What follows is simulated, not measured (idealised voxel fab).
Process module under the name voxel ribs on slabs
The cross-section shown here is cut; it is 185 nm wide and divided into square cells measuring 5 nm on a side.
Cross-section, as written here: a square-cell grid given band by band from the top down, where a band holds one or more rows of cells. Within each band entry, the heights of the top and of the bottom of the band appear first, in that order and in nm; the materials of the band then follow from left to right, each with its corresponding width in nm. The designation "all across" on a single material indicates that it fills the band from edge to edge; the designation "empty" indicates empty space. Counting heights begins at 0, where everything beneath is, in the wafer as received, one material. The lowest band has no bottom; it goes on downwards, as "0 and below" shows. Graded width ("30..40"): value in top row of band = first number; value in bottom row = second number; row-to-row change constant. Reading "no alteration" for a step: not a cell of the cross-section changed in it. Closed-off voids of 8+ cells (no open route to the top) go in "Entrapped void list", written width x height at distance from the left edge, in nm. It should be noted that, on the line of a given step, the content following the step's settings is a remark produced by the simulator itself with respect to that step. "overlay nm" on a masked step: distance the mask lay right of its planned place, negative for left. Pairs ahead. Before: cross-section ahead of one process step. After: cross-section once the step is done, shown to the lowest changed band only. Under each pair: that step, with settings. Caution: pairs may come from different runs of this module on the same starting wafer; a pair follows the pair above only where its "Geometry before processing" entry says so.

# Geometry before processing
0 and below | Si all across
Entrapped void list: none

# Post-Step Snapshot
20 down to 0 | SiO2 all across
No changes below 0.
Entrapped void list: none
The transition between the preceding cross-sections is accomplished by DIRECTIONAL_DEP [material SiO2] [thk nm 20]

Geometry before processing: The structure entering this step is exactly what the pair just above shows after its step.

# Post-Step Snapshot
35 down to 20 | SiN all across
No changes below 20.
Entrapped void list: none
The transition between the preceding cross-sections is accomplished by DIRECTIONAL_DEP [material SiN] [thk nm 15]

Geometry before processing: The structure entering this step is exactly what the pair just above shows after its step.

# Post-Step Snapshot
55 down to 35 | empty=85 / resist=15 / empty=85
No changes below 35.
Entrapped void list: none
The transition between the preceding cross-sections is accomplished by PATTERN [tone cover] [mask id RIB] [material resist] [width nm 15] [thk nm 20] [overlay nm 0]

Geometry before processing: The structure entering this step is exactly what the pair just above shows after its step.

# Post-Step Snapshot
55 down to 35 | empty=85 / resist=15 / empty=85
35 down to 30 | empty=85 / SiN=15 / empty=85
No changes below 30.
Entrapped void list: none
The transition between the preceding cross-sections is accomplished by DIRECTIONAL_ETCH [etch materials SiN] [depth nm 5]

Geometry before processing: The structure entering this step is exactly what the pair just above shows after its step.

# Post-Step Snapshot
35 down to 30 | empty=85 / SiN=15 / empty=85
No changes below 30.
Entrapped void list: none
The transition between the preceding cross-sections is accomplished by STRIP [etch materials resist]

Geometry before processing: The structure entering this step is exactly what the pair just above shows after its step.

# Post-Step Snapshot
45 down to 40 | empty=85 / aC=15 / empty=85
40 down to 35 | aC all across
35 down to 30 | aC=85 / SiN=15 / aC=85
No changes below 30.
Entrapped void list: none
The transition between the preceding cross-sections is accomplished by DIRECTIONAL_DEP [material aC] [thk nm 10]

Geometry before processing: The structure entering this step is exactly what the pair just above shows after its step.

# Post-Step Snapshot
75 down to 45 | empty=60 / resist=65 / empty=60
45 down to 40 | empty=60 / resist=25 / aC=15 / resist=25 / empty=60
No changes below 40.
Entrapped void list: none
The transition between the preceding cross-sections is accomplished by PATTERN [tone cover] [mask id SLAB] [material resist] [width nm 65] [thk nm 30] [overlay nm 0]

Geometry before processing: The structure entering this step is exactly what the pair just above shows after its step.

# Post-Step Snapshot
65 down to 45 | empty=60 / resist=65 / empty=60
45 down to 40 | empty=60 / resist=25 / aC=15 / resist=25 / empty=60
40 down to 35 | empty=60 / aC=65 / empty=60
35 down to 30 | empty=60 / aC=25 / SiN=15 / aC=25 / empty=60
No changes below 30.
Entrapped void list: none
The transition between the preceding cross-sections is accomplished by DIRECTIONAL_ETCH [etch materials aC] [depth nm 10]

Geometry before processing: The structure entering this step is exactly what the pair just above shows after its step.

# Post-Step Snapshot
45 down to 35 | empty=85..60 / aC=15..65 / empty=85..60
No changes below 35.
Entrapped void list: none
The transition between the preceding cross-sections is accomplished by STRIP [etch materials resist]

Geometry before processing: The structure entering this step is exactly what the pair just above shows after its step.

# Post-Step Snapshot
45 down to 35 | empty=85..60 / aC=15..65 / empty=85..60
35 down to 30 | empty=60 / aC=25 / SiN=15 / aC=25 / empty=60
30 down to 20 | empty=60 / SiN=65 / empty=60
No changes below 20.
Entrapped void list: none
The transition between the preceding cross-sections is accomplished by DIRECTIONAL_ETCH [etch materials SiN] [depth nm 10]

Geometry before processing: The structure entering this step is exactly what the pair just above shows after its step.

# Post-Step Snapshot
35 down to 30 | empty=85 / SiN=15 / empty=85
No changes below 30.
Entrapped void list: none
The transition between the preceding cross-sections is accomplished by STRIP [etch materials aC]

Geometry before processing: The structure entering this step is exactly what the pair just above shows after its step.

# Post-Step Snapshot
55 down to 35 | SiO2 all across
35 down to 30 | SiO2=85 / SiN=15 / SiO2=85
30 down to 20 | SiO2=60 / SiN=65 / SiO2=60
No changes below 20.
Entrapped void list: none
The transition between the preceding cross-sections is accomplished by FILL_DEP [material SiO2] [thk nm 20]

Geometry before processing: The structure entering this step is exactly what the pair just above shows after its step.

# Post-Step Snapshot
50 down to 35 | SiO2 all across
No changes below 35.
Entrapped void list: none
The transition between the preceding cross-sections is accomplished by CMP [height nm 50]

Geometry before processing: The structure entering this step is exactly what the pair just above shows after its step.

# Post-Step Snapshot
55 down to 50 | TiN all across
No changes below 50.
Entrapped void list: none
The transition between the preceding cross-sections is accomplished by DIRECTIONAL_DEP [material TiN] [thk nm 5]

Geometry before processing: The structure entering this step is exactly what the pair just above shows after its step.

# Post-Step Snapshot
70 down to 55 | aC all across
No changes below 55.
Entrapped void list: none
The transition between the preceding cross-sections is accomplished by DIRECTIONAL_DEP [material aC] [thk nm 15]

Geometry before processing: The structure entering this step is exactly what the pair just above shows after its step.

# Post-Step Snapshot
100 down to 70 | empty=80 / resist=25 / empty=80
No changes below 70.
Entrapped void list: none
The transition between the preceding cross-sections is accomplished by PATTERN [tone cover] [mask id HEATER] [material resist] [width nm 25] [thk nm 30] [overlay nm 0]

Geometry before processing: The structure entering this step is exactly what the pair just above shows after its step.

# Post-Step Snapshot
85 down to 70 | empty=80 / resist=25 / empty=80
70 down to 55 | empty=80 / aC=25 / empty=80
No changes below 55.
Entrapped void list: none
The transition between the preceding cross-sections is accomplished by DIRECTIONAL_ETCH [etch materials aC] [depth nm 15]

Geometry before processing: The structure entering this step is exactly what the pair just above shows after its step.

# Post-Step Snapshot
70 down to 55 | empty=80 / aC=25 / empty=80
No changes below 55.
Entrapped void list: none
The transition between the preceding cross-sections is accomplished by STRIP [etch materials resist]

Geometry before processing: The structure entering this step is exactly what the pair just above shows after its step.

# Post-Step Snapshot
70 down to 55 | empty=80 / aC=25 / empty=80
55 down to 50 | empty=80 / TiN=25 / empty=80
No changes below 50.
Entrapped void list: none
The transition between the preceding cross-sections is accomplished by DIRECTIONAL_ETCH [etch materials TiN] [depth nm 5]

Geometry before processing: The structure entering this step is exactly what the pair just above shows after its step.

# Post-Step Snapshot
55 down to 50 | empty=80 / TiN=25 / empty=80
No changes below 50.
Entrapped void list: none
The transition between the preceding cross-sections is accomplished by STRIP [etch materials aC]

Geometry before processing: The structure entering this step is exactly what the pair just above shows after its step.

# Post-Step Snapshot
60 down to 55 | empty=75 / SiO2=35 / empty=75
55 down to 50 | SiO2=80 / TiN=25 / SiO2=80
No changes below 50.
Entrapped void list: none
The transition between the preceding cross-sections is accomplished by CONFORMAL_DEP [material SiO2] [thk nm 5]

# Geometry before processing
20 down to 0 | SiO2 all across
0 and below | Si all across
Entrapped void list: none

# Post-Step Snapshot
40 down to 0 | SiO2 all across
No changes below 0.
Entrapped void list: none
The transition between the preceding cross-sections is accomplished by DIRECTIONAL_DEP [material SiO2] [thk nm 20]

Geometry before processing: The structure entering this step is exactly what the pair just above shows after its step.

# Post-Step Snapshot
55 down to 40 | SiN all across
No changes below 40.
Entrapped void list: none
The transition between the preceding cross-sections is accomplished by DIRECTIONAL_DEP [material SiN] [thk nm 15]

Geometry before processing: The structure entering this step is exactly what the pair just above shows after its step.

# Post-Step Snapshot
75 down to 55 | empty=85 / resist=15 / empty=85
No changes below 55.
Entrapped void list: none
The transition between the preceding cross-sections is accomplished by PATTERN [tone cover] [mask id RIB] [material resist] [width nm 15] [thk nm 20] [overlay nm 0]

Geometry before processing: The structure entering this step is exactly what the pair just above shows after its step.

# Post-Step Snapshot
75 down to 55 | empty=85 / resist=15 / empty=85
55 down to 50 | empty=85 / SiN=15 / empty=85
No changes below 50.
Entrapped void list: none
The transition between the preceding cross-sections is accomplished by DIRECTIONAL_ETCH [etch materials SiN] [depth nm 5]

Geometry before processing: The structure entering this step is exactly what the pair just above shows after its step.

# Post-Step Snapshot
55 down to 50 | empty=85 / SiN=15 / empty=85
No changes below 50.
Entrapped void list: none
The transition between the preceding cross-sections is accomplished by STRIP [etch materials resist]

Geometry before processing: The structure entering this step is exactly what the pair just above shows after its step.

# Post-Step Snapshot
65 down to 60 | empty=85 / aC=15 / empty=85
60 down to 55 | aC all across
55 down to 50 | aC=85 / SiN=15 / aC=85
No changes below 50.
Entrapped void list: none
The transition between the preceding cross-sections is accomplished by DIRECTIONAL_DEP [material aC] [thk nm 10]

Geometry before processing: The structure entering this step is exactly what the pair just above shows after its step.

# Post-Step Snapshot
95 down to 65 | empty=60 / resist=65 / empty=60
65 down to 60 | empty=60 / resist=25 / aC=15 / resist=25 / empty=60
No changes below 60.
Entrapped void list: none
The transition between the preceding cross-sections is accomplished by PATTERN [tone cover] [mask id SLAB] [material resist] [width nm 65] [thk nm 30] [overlay nm 0]

Geometry before processing: The structure entering this step is exactly what the pair just above shows after its step.

# Post-Step Snapshot
85 down to 65 | empty=60 / resist=65 / empty=60
65 down to 60 | empty=60 / resist=25 / aC=15 / resist=25 / empty=60
60 down to 55 | empty=60 / aC=65 / empty=60
55 down to 50 | empty=60 / aC=25 / SiN=15 / aC=25 / empty=60
No changes below 50.
Entrapped void list: none
The transition between the preceding cross-sections is accomplished by DIRECTIONAL_ETCH [etch materials aC] [depth nm 10]

Geometry before processing: The structure entering this step is exactly what the pair just above shows after its step.

# Post-Step Snapshot
65 down to 55 | empty=85..60 / aC=15..65 / empty=85..60
No changes below 55.
Entrapped void list: none
The transition between the preceding cross-sections is accomplished by STRIP [etch materials resist]

Geometry before processing: The structure entering this step is exactly what the pair just above shows after its step.

# Post-Step Snapshot
65 down to 55 | empty=85..60 / aC=15..65 / empty=85..60
55 down to 50 | empty=60 / aC=25 / SiN=15 / aC=25 / empty=60
50 down to 40 | empty=60 / SiN=65 / empty=60
No changes below 40.
Entrapped void list: none
The transition between the preceding cross-sections is accomplished by DIRECTIONAL_ETCH [etch materials SiN] [depth nm 10]

Geometry before processing: The structure entering this step is exactly what the pair just above shows after its step.

# Post-Step Snapshot
55 down to 50 | empty=85 / SiN=15 / empty=85
No changes below 50.
Entrapped void list: none
The transition between the preceding cross-sections is accomplished by STRIP [etch materials aC]

Geometry before processing: The structure entering this step is exactly what the pair just above shows after its step.

# Post-Step Snapshot
75 down to 55 | SiO2 all across
55 down to 50 | SiO2=85 / SiN=15 / SiO2=85
50 down to 40 | SiO2=60 / SiN=65 / SiO2=60
No changes below 40.
Entrapped void list: none
The transition between the preceding cross-sections is accomplished by FILL_DEP [material SiO2] [thk nm 20]

Geometry before processing: The structure entering this step is exactly what the pair just above shows after its step.

# Post-Step Snapshot
50 down to 40 | SiO2=60 / SiN=65 / SiO2=60
No changes below 40.
Entrapped void list: none
The transition between the preceding cross-sections is accomplished by CMP [height nm 50]

Geometry before processing: The structure entering this step is exactly what the pair just above shows after its step.

# Post-Step Snapshot
55 down to 50 | TiN all across
No changes below 50.
Entrapped void list: none
The transition between the preceding cross-sections is accomplished by DIRECTIONAL_DEP [material TiN] [thk nm 5]

Geometry before processing: The structure entering this step is exactly what the pair just above shows after its step.

# Post-Step Snapshot
70 down to 55 | aC all across
No changes below 55.
Entrapped void list: none
The transition between the preceding cross-sections is accomplished by DIRECTIONAL_DEP [material aC] [thk nm 15]

Geometry before processing: The structure entering this step is exactly what the pair just above shows after its step.

# Post-Step Snapshot
100 down to 70 | empty=80 / resist=25 / empty=80
No changes below 70.
Entrapped void list: none
The transition between the preceding cross-sections is accomplished by PATTERN [tone cover] [mask id HEATER] [material resist] [width nm 25] [thk nm 30] [overlay nm 0]

Geometry before processing: The structure entering this step is exactly what the pair just above shows after its step.

# Post-Step Snapshot
85 down to 70 | empty=80 / resist=25 / empty=80
70 down to 55 | empty=80 / aC=25 / empty=80
No changes below 55.
Entrapped void list: none
The transition between the preceding cross-sections is accomplished by DIRECTIONAL_ETCH [etch materials aC] [depth nm 15]

Geometry before processing: The structure entering this step is exactly what the pair just above shows after its step.

# Post-Step Snapshot
70 down to 55 | empty=80 / aC=25 / empty=80
No changes below 55.
Entrapped void list: none
The transition between the preceding cross-sections is accomplished by STRIP [etch materials resist]

Geometry before processing: The structure entering this step is exactly what the pair just above shows after its step.

# Post-Step Snapshot
70 down to 55 | empty=80 / aC=25 / empty=80
55 down to 50 | empty=80 / TiN=25 / empty=80
No changes below 50.
Entrapped void list: none
The transition between the preceding cross-sections is accomplished by DIRECTIONAL_ETCH [etch materials TiN] [depth nm 5]

Geometry before processing: The structure entering this step is exactly what the pair just above shows after its step.

# Post-Step Snapshot
55 down to 50 | empty=80 / TiN=25 / empty=80
No changes below 50.
Entrapped void list: none
The transition between the preceding cross-sections is accomplished by STRIP [etch materials aC]

Geometry before processing: The structure entering this step is exactly what the pair just above shows after its step.

# Post-Step Snapshot
60 down to 55 | empty=75 / SiO2=35 / empty=75
55 down to 50 | SiO2=80 / TiN=25 / SiO2=80
No changes below 50.
Entrapped void list: none
The transition between the preceding cross-sections is accomplished by CONFORMAL_DEP [material SiO2] [thk nm 5]

# Geometry before processing
55 down to 35 | empty=85 / resist=15 / empty=85
35 down to 30 | empty=85 / SiN=15 / empty=85
30 down to 20 | SiN all across
20 down to 0 | SiO2 all across
0 and below | Si all across
Entrapped void list: none

# Post-Step Snapshot
65 down to 55 | empty=85 / aC=15 / empty=85
55 down to 40 | empty=85 / resist=15 / empty=85
40 down to 35 | aC=85 / resist=15 / aC=85
35 down to 30 | aC=85 / SiN=15 / aC=85
No changes below 30.
Entrapped void list: none
The transition between the preceding cross-sections is accomplished by DIRECTIONAL_DEP [material aC] [thk nm 10]

Geometry before processing: The structure entering this step is exactly what the pair just above shows after its step.

# Post-Step Snapshot
40 down to 35 | aC=85 / empty=15 / aC=85
No changes below 35.
Entrapped void list: none
The transition between the preceding cross-sections is accomplished by STRIP [etch materials resist]

Geometry before processing: The structure entering this step is exactly what the pair just above shows after its step.

# Post-Step Snapshot
70 down to 40 | empty=60 / resist=65 / empty=60
40 down to 35 | aC=85 / resist=15 / aC=85
No changes below 35.
Entrapped void list: none
The transition between the preceding cross-sections is accomplished by PATTERN [tone cover] [mask id SLAB] [material resist] [width nm 65] [thk nm 30] [overlay nm 0]

Geometry before processing: The structure entering this step is exactly what the pair just above shows after its step.

# Post-Step Snapshot
60 down to 40 | empty=60 / resist=65 / empty=60
40 down to 35 | empty=60 / aC=25 / resist=15 / aC=25 / empty=60
35 down to 30 | empty=60 / aC=25 / SiN=15 / aC=25 / empty=60
No changes below 30.
Entrapped void list: none
The transition between the preceding cross-sections is accomplished by DIRECTIONAL_ETCH [etch materials aC] [depth nm 10]

Geometry before processing: The structure entering this step is exactly what the pair just above shows after its step.

# Post-Step Snapshot
40 down to 35 | empty=60 / aC=25 / empty=15 / aC=25 / empty=60
No changes below 35.
Entrapped void list: none
The transition between the preceding cross-sections is accomplished by STRIP [etch materials resist]

Geometry before processing: The structure entering this step is exactly what the pair just above shows after its step.

# Post-Step Snapshot
40 down to 30 | empty=60 / aC=25 / empty=15 / aC=25 / empty=60
30 down to 25 | empty=60 / SiN=25 / empty=15 / SiN=25 / empty=60
25 down to 20 | empty=60 / SiN=65 / empty=60
No changes below 20.
Entrapped void list: none
The transition between the preceding cross-sections is accomplished by DIRECTIONAL_ETCH [etch materials SiN] [depth nm 10]

Geometry before processing: The structure entering this step is exactly what the pair just above shows after its step.

# Post-Step Snapshot
30 down to 25 | empty=60 / SiN=25 / empty=15 / SiN=25 / empty=60
No changes below 25.
Entrapped void list: none
The transition between the preceding cross-sections is accomplished by STRIP [etch materials aC]

Geometry before processing: The structure entering this step is exactly what the pair just above shows after its step.

# Post-Step Snapshot
50 down to 30 | SiO2 all across
30 down to 25 | SiO2=60 / SiN=25 / SiO2=15 / SiN=25 / SiO2=60
25 down to 20 | SiO2=60 / SiN=65 / SiO2=60
No changes below 20.
Entrapped void list: none
The transition between the preceding cross-sections is accomplished by FILL_DEP [material SiO2] [thk nm 20]

Geometry before processing: The structure entering this step is exactly what the pair just above shows after its step.

# Post-Step Snapshot
55 down to 50 | TiN all across
No changes below 50.
Entrapped void list: none
The transition between the preceding cross-sections is accomplished by DIRECTIONAL_DEP [material TiN] [thk nm 5]

Geometry before processing: The structure entering this step is exactly what the pair just above shows after its step.

# Post-Step Snapshot
70 down to 55 | aC all across
No changes below 55.
Entrapped void list: none
The transition between the preceding cross-sections is accomplished by DIRECTIONAL_DEP [material aC] [thk nm 15]

Geometry before processing: The structure entering this step is exactly what the pair just above shows after its step.

# Post-Step Snapshot
100 down to 70 | empty=80 / resist=25 / empty=80
No changes below 70.
Entrapped void list: none
The transition between the preceding cross-sections is accomplished by PATTERN [tone cover] [mask id HEATER] [material resist] [width nm 25] [thk nm 30] [overlay nm 0]

Geometry before processing: The structure entering this step is exactly what the pair just above shows after its step.

# Post-Step Snapshot
85 down to 70 | empty=80 / resist=25 / empty=80
70 down to 55 | empty=80 / aC=25 / empty=80
No changes below 55.
Entrapped void list: none
The transition between the preceding cross-sections is accomplished by DIRECTIONAL_ETCH [etch materials aC] [depth nm 15]

Geometry before processing: The structure entering this step is exactly what the pair just above shows after its step.

# Post-Step Snapshot
70 down to 55 | empty=80 / aC=25 / empty=80
No changes below 55.
Entrapped void list: none
The transition between the preceding cross-sections is accomplished by STRIP [etch materials resist]

Geometry before processing: The structure entering this step is exactly what the pair just above shows after its step.

# Post-Step Snapshot
70 down to 55 | empty=80 / aC=25 / empty=80
55 down to 50 | empty=80 / TiN=25 / empty=80
No changes below 50.
Entrapped void list: none
The transition between the preceding cross-sections is accomplished by DIRECTIONAL_ETCH [etch materials TiN] [depth nm 5]

Geometry before processing: The structure entering this step is exactly what the pair just above shows after its step.

# Post-Step Snapshot
55 down to 50 | empty=80 / TiN=25 / empty=80
No changes below 50.
Entrapped void list: none
The transition between the preceding cross-sections is accomplished by STRIP [etch materials aC]

Geometry before processing: The structure entering this step is exactly what the pair just above shows after its step.

# Post-Step Snapshot
60 down to 55 | empty=75 / SiO2=35 / empty=75
55 down to 50 | SiO2=80 / TiN=25 / SiO2=80
No changes below 50.
Entrapped void list: none
The transition between the preceding cross-sections is accomplished by CONFORMAL_DEP [material SiO2] [thk nm 5]

# Geometry before processing
55 down to 35 | SiO2 all across
35 down to 30 | SiO2=85 / SiN=15 / SiO2=85
30 down to 20 | SiO2=60 / SiN=65 / SiO2=60
20 down to 0 | SiO2 all across
0 and below | Si all across
Entrapped void list: none

# Post-Step Snapshot
45 down to 35 | SiO2 all across
No changes below 35.
Entrapped void list: none
The transition between the preceding cross-sections is accomplished by CMP [height nm 45]

Geometry before processing: The structure entering this step is exactly what the pair just above shows after its step.

# Post-Step Snapshot
50 down to 45 | TiN all across
No changes below 45.
Entrapped void list: none
The transition between the preceding cross-sections is accomplished by DIRECTIONAL_DEP [material TiN] [thk nm 5]

Geometry before processing: The structure entering this step is exactly what the pair just above shows after its step.

# Post-Step Snapshot
65 down to 50 | aC all across
No changes below 50.
Entrapped void list: none
The transition between the preceding cross-sections is accomplished by DIRECTIONAL_DEP [material aC] [thk nm 15]

Geometry before processing: The structure entering this step is exactly what the pair just above shows after its step.

# Post-Step Snapshot
95 down to 65 | empty=80 / resist=25 / empty=80
No changes below 65.
Entrapped void list: none
The transition between the preceding cross-sections is accomplished by PATTERN [tone cover] [mask id HEATER] [material resist] [width nm 25] [thk nm 30] [overlay nm 0]

Geometry before processing: The structure entering this step is exactly what the pair just above shows after its step.

# Post-Step Snapshot
80 down to 65 | empty=80 / resist=25 / empty=80
65 down to 50 | empty=80 / aC=25 / empty=80
No changes below 50.
Entrapped void list: none
The transition between the preceding cross-sections is accomplished by DIRECTIONAL_ETCH [etch materials aC] [depth nm 15]

Geometry before processing: The structure entering this step is exactly what the pair just above shows after its step.

# Post-Step Snapshot
65 down to 50 | empty=80 / aC=25 / empty=80
No changes below 50.
Entrapped void list: none
The transition between the preceding cross-sections is accomplished by STRIP [etch materials resist]

Geometry before processing: The structure entering this step is exactly what the pair just above shows after its step.

# Post-Step Snapshot
65 down to 50 | empty=80 / aC=25 / empty=80
50 down to 45 | empty=80 / TiN=25 / empty=80
No changes below 45.
Entrapped void list: none
The transition between the preceding cross-sections is accomplished by DIRECTIONAL_ETCH [etch materials TiN] [depth nm 5]

Geometry before processing: The structure entering this step is exactly what the pair just above shows after its step.

# Post-Step Snapshot
50 down to 45 | empty=80 / TiN=25 / empty=80
No changes below 45.
Entrapped void list: none
The transition between the preceding cross-sections is accomplished by STRIP [etch materials aC]

Geometry before processing: The structure entering this step is exactly what the pair just above shows after its step.

# Post-Step Snapshot
55 down to 50 | empty=75 / SiO2=35 / empty=75
50 down to 45 | SiO2=80 / TiN=25 / SiO2=80
No changes below 45.
Entrapped void list: none
The transition between the preceding cross-sections is accomplished by CONFORMAL_DEP [material SiO2] [thk nm 5]

# Geometry before processing
45 down to 40 | empty=85 / aC=15 / empty=85
40 down to 35 | aC all across
35 down to 30 | aC=85 / SiN=15 / aC=85
30 down to 20 | SiN all across
20 down to 0 | SiO2 all across
0 and below | Si all across
Entrapped void list: none

# Post-Step Snapshot
75 down to 45 | empty=65 / resist=55 / empty=65
45 down to 40 | empty=65 / resist=20 / aC=15 / resist=20 / empty=65
No changes below 40.
Entrapped void list: none
The transition between the preceding cross-sections is accomplished by PATTERN [tone cover] [mask id SLAB] [material resist] [width nm 55] [thk nm 30] [overlay nm 0]

Geometry before processing: The structure entering this step is exactly what the pair just above shows after its step.

# Post-Step Snapshot
65 down to 45 | empty=65 / resist=55 / empty=65
45 down to 40 | empty=65 / resist=20 / aC=15 / resist=20 / empty=65
40 down to 35 | empty=65 / aC=55 / empty=65
35 down to 30 | empty=65 / aC=20 / SiN=15 / aC=20 / empty=65
No changes below 30.
Entrapped void list: none
The transition between the preceding cross-sections is accomplished by DIRECTIONAL_ETCH [etch materials aC] [depth nm 10]

Geometry before processing: The structure entering this step is exactly what the pair just above shows after its step.

# Post-Step Snapshot
45 down to 35 | empty=85..65 / aC=15..55 / empty=85..65
No changes below 35.
Entrapped void list: none
The transition between the preceding cross-sections is accomplished by STRIP [etch materials resist]

Geometry before processing: The structure entering this step is exactly what the pair just above shows after its step.

# Post-Step Snapshot
45 down to 35 | empty=85..65 / aC=15..55 / empty=85..65
35 down to 30 | empty=65 / aC=20 / SiN=15 / aC=20 / empty=65
30 down to 20 | empty=65 / SiN=55 / empty=65
No changes below 20.
Entrapped void list: none
The transition between the preceding cross-sections is accomplished by DIRECTIONAL_ETCH [etch materials SiN] [depth nm 10]

Geometry before processing: The structure entering this step is exactly what the pair just above shows after its step.

# Post-Step Snapshot
35 down to 30 | empty=85 / SiN=15 / empty=85
No changes below 30.
Entrapped void list: none
The transition between the preceding cross-sections is accomplished by STRIP [etch materials aC]

Geometry before processing: The structure entering this step is exactly what the pair just above shows after its step.

# Post-Step Snapshot
55 down to 35 | SiO2 all across
35 down to 30 | SiO2=85 / SiN=15 / SiO2=85
30 down to 20 | SiO2=65 / SiN=55 / SiO2=65
No changes below 20.
Entrapped void list: none
The transition between the preceding cross-sections is accomplished by FILL_DEP [material SiO2] [thk nm 20]

Geometry before processing: The structure entering this step is exactly what the pair just above shows after its step.

# Post-Step Snapshot
50 down to 35 | SiO2 all across
No changes below 35.
Entrapped void list: none
The transition between the preceding cross-sections is accomplished by CMP [height nm 50]

Geometry before processing: The structure entering this step is exactly what the pair just above shows after its step.

# Post-Step Snapshot
55 down to 50 | TiN all across
No changes below 50.
Entrapped void list: none
The transition between the preceding cross-sections is accomplished by DIRECTIONAL_DEP [material TiN] [thk nm 5]

Geometry before processing: The structure entering this step is exactly what the pair just above shows after its step.

# Post-Step Snapshot
70 down to 55 | aC all across
No changes below 55.
Entrapped void list: none
The transition between the preceding cross-sections is accomplished by DIRECTIONAL_DEP [material aC] [thk nm 15]

Geometry before processing: The structure entering this step is exactly what the pair just above shows after its step.

# Post-Step Snapshot
100 down to 70 | empty=80 / resist=25 / empty=80
No changes below 70.
Entrapped void list: none
The transition between the preceding cross-sections is accomplished by PATTERN [tone cover] [mask id HEATER] [material resist] [width nm 25] [thk nm 30] [overlay nm 0]

Geometry before processing: The structure entering this step is exactly what the pair just above shows after its step.

# Post-Step Snapshot
85 down to 70 | empty=80 / resist=25 / empty=80
70 down to 55 | empty=80 / aC=25 / empty=80
No changes below 55.
Entrapped void list: none
The transition between the preceding cross-sections is accomplished by DIRECTIONAL_ETCH [etch materials aC] [depth nm 15]

Geometry before processing: The structure entering this step is exactly what the pair just above shows after its step.

# Post-Step Snapshot
70 down to 55 | empty=80 / aC=25 / empty=80
No changes below 55.
Entrapped void list: none
The transition between the preceding cross-sections is accomplished by STRIP [etch materials resist]

Geometry before processing: The structure entering this step is exactly what the pair just above shows after its step.

# Post-Step Snapshot
70 down to 55 | empty=80 / aC=25 / empty=80
55 down to 50 | empty=80 / TiN=25 / empty=80
No changes below 50.
Entrapped void list: none
The transition between the preceding cross-sections is accomplished by DIRECTIONAL_ETCH [etch materials TiN] [depth nm 5]

Geometry before processing: The structure entering this step is exactly what the pair just above shows after its step.

# Post-Step Snapshot
55 down to 50 | empty=80 / TiN=25 / empty=80
No changes below 50.
Entrapped void list: none
The transition between the preceding cross-sections is accomplished by STRIP [etch materials aC]

Geometry before processing: The structure entering this step is exactly what the pair just above shows after its step.

# Post-Step Snapshot
60 down to 55 | empty=75 / SiO2=35 / empty=75
55 down to 50 | SiO2=80 / TiN=25 / SiO2=80
No changes below 50.
Entrapped void list: none
The transition between the preceding cross-sections is accomplished by CONFORMAL_DEP [material SiO2] [thk nm 5]

# Geometry before processing
35 down to 20 | SiN all across
20 down to 0 | SiO2 all across
0 and below | Si all across
Entrapped void list: none

# Post-Step Snapshot
55 down to 35 | empty=90 / resist=15 / empty=80
No changes below 35.
Entrapped void list: none
The transition between the preceding cross-sections is accomplished by PATTERN [tone cover] [mask id RIB] [material resist] [width nm 15] [thk nm 20] [overlay nm 5]

Geometry before processing: The structure entering this step is exactly what the pair just above shows after its step.

# Post-Step Snapshot
55 down to 35 | empty=90 / resist=15 / empty=80
35 down to 30 | empty=90 / SiN=15 / empty=80
No changes below 30.
Entrapped void list: none
The transition between the preceding cross-sections is accomplished by DIRECTIONAL_ETCH [etch materials SiN] [depth nm 5]

Geometry before processing: The structure entering this step is exactly what the pair just above shows after its step.

# Post-Step Snapshot
35 down to 30 | empty=90 / SiN=15 / empty=80
No changes below 30.
Entrapped void list: none
The transition between the preceding cross-sections is accomplished by STRIP [etch materials resist]

Geometry before processing: The structure entering this step is exactly what the pair just above shows after its step.

# Post-Step Snapshot
45 down to 40 | empty=90 / aC=15 / empty=80
40 down to 35 | aC all across
35 down to 30 | aC=90 / SiN=15 / aC=80
No changes below 30.
Entrapped void list: none
The transition between the preceding cross-sections is accomplished by DIRECTIONAL_DEP [material aC] [thk nm 10]

Geometry before processing: The structure entering this step is exactly what the pair just above shows after its step.

# Post-Step Snapshot
75 down to 45 | empty=60 / resist=65 / empty=60
45 down to 40 | empty=60 / resist=30 / aC=15 / resist=20 / empty=60
No changes below 40.
Entrapped void list: none
The transition between the preceding cross-sections is accomplished by PATTERN [tone cover] [mask id SLAB] [material resist] [width nm 65] [thk nm 30] [overlay nm 0]

Geometry before processing: The structure entering this step is exactly what the pair just above shows after its step.

# Post-Step Snapshot
65 down to 45 | empty=60 / resist=65 / empty=60
45 down to 40 | empty=60 / resist=30 / aC=15 / resist=20 / empty=60
40 down to 35 | empty=60 / aC=65 / empty=60
35 down to 30 | empty=60 / aC=30 / SiN=15 / aC=20 / empty=60
No changes below 30.
Entrapped void list: none
The transition between the preceding cross-sections is accomplished by DIRECTIONAL_ETCH [etch materials aC] [depth nm 10]

Geometry before processing: The structure entering this step is exactly what the pair just above shows after its step.

# Post-Step Snapshot
45 down to 35 | empty=90..60 / aC=15..65 / empty=80..60
No changes below 35.
Entrapped void list: none
The transition between the preceding cross-sections is accomplished by STRIP [etch materials resist]

Geometry before processing: The structure entering this step is exactly what the pair just above shows after its step.

# Post-Step Snapshot
45 down to 35 | empty=90..60 / aC=15..65 / empty=80..60
35 down to 30 | empty=60 / aC=30 / SiN=15 / aC=20 / empty=60
30 down to 20 | empty=60 / SiN=65 / empty=60
No changes below 20.
Entrapped void list: none
The transition between the preceding cross-sections is accomplished by DIRECTIONAL_ETCH [etch materials SiN] [depth nm 10]

Geometry before processing: The structure entering this step is exactly what the pair just above shows after its step.

# Post-Step Snapshot
35 down to 30 | empty=90 / SiN=15 / empty=80
No changes below 30.
Entrapped void list: none
The transition between the preceding cross-sections is accomplished by STRIP [etch materials aC]

Geometry before processing: The structure entering this step is exactly what the pair just above shows after its step.

# Post-Step Snapshot
55 down to 35 | SiO2 all across
35 down to 30 | SiO2=90 / SiN=15 / SiO2=80
30 down to 20 | SiO2=60 / SiN=65 / SiO2=60
No changes below 20.
Entrapped void list: none
The transition between the preceding cross-sections is accomplished by FILL_DEP [material SiO2] [thk nm 20]

Geometry before processing: The structure entering this step is exactly what the pair just above shows after its step.

# Post-Step Snapshot
50 down to 35 | SiO2 all across
No changes below 35.
Entrapped void list: none
The transition between the preceding cross-sections is accomplished by CMP [height nm 50]

Geometry before processing: The structure entering this step is exactly what the pair just above shows after its step.

# Post-Step Snapshot
55 down to 50 | TiN all across
No changes below 50.
Entrapped void list: none
The transition between the preceding cross-sections is accomplished by DIRECTIONAL_DEP [material TiN] [thk nm 5]
